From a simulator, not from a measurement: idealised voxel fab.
Name of the process module below: voxel tone inversion
The cross-section on display is named cut; it measures 290 nm wide, and its cells are 5 nm squares.
The cross-sections in this document take the form of a grid made of square cells. They are written out as bands, in order from top to bottom. Each band consists of one or more rows of cells. First you get the band's top height and its bottom height, in nm, and then the materials it's made of, left to right, with each width in nm. If you see a single material with "all across", that one covers the band edge to edge. "air" is empty space. Heights are reckoned from 0. Under this level, the received wafer is all of one material. The bottommost band is open-ended downward, for example "z 0 and below". Quick explanation for "30..40": the width changes in equal steps down the rows of cells, from the first number in the band's top row to the second number in its bottom row. It should be understood that the words "changes: none", when stated for a given step, signify that the cross-section underwent no change in any of its cells during that step. "Trapped void list" means: voids of 8 cells or more that are shut off from the top with no open way through. Written width x height at distance, distance from the left edge, in nm. On each step's line, the part that comes after the settings is the simulator's own comment on the step. "overlay nm" on a masked step: distance the mask lay right of its planned place, negative for left.

**Below is the list of planned process steps**
1,RECEIVE, material Si
2,CONFORMAL_DEP, material SiCN, thk nm 5
3,DIRECTIONAL_DEP, material polySi, thk nm 15
4,PATTERN, tone cover, mask id POSTS, material resist, width nm 20, pitch nm 45, thk nm 25, overlay nm 0
5,DIRECTIONAL_ETCH, etch materials polySi, depth nm 15
6,STRIP, etch materials resist
7,FILL_DEP, material SiO2, thk nm 10
8,CMP, height nm 20
9,STRIP, etch materials polySi

**Delivered wafer in cross-section: state after step 1**
* z 0 and below  Si all across
* Trapped void list: none

**The first of two wafers, cross-sectioned at the end of the module, with the run proceeding as planned**
* z 20 to 5  SiO2 (110)  air (20)  SiO2 (25)  air (20)  SiO2 (115)
* z 5 to 0  SiCN all across
* z 0 and below  Si all across
* Trapped void list: none

**Here's the second of our two wafers sectioned at module end. Same start as the first, same plan, but one mistake got made running it**
* z 20 to 5  air (110)  SiO2 (20)  air (25)  SiO2 (20)  air (115)
* z 5 to 0  SiCN all across
* z 0 and below  Si all across
* Trapped void list: none
What was done differently from what was planned? note that step 4 departed from the planned setting and was carried out as PATTERN, tone open, mask id POSTS, material resist, width nm 20, pitch nm 45, thk nm 25, overlay nm 0
at the end the second wafer has, in cells: -126 SiO2
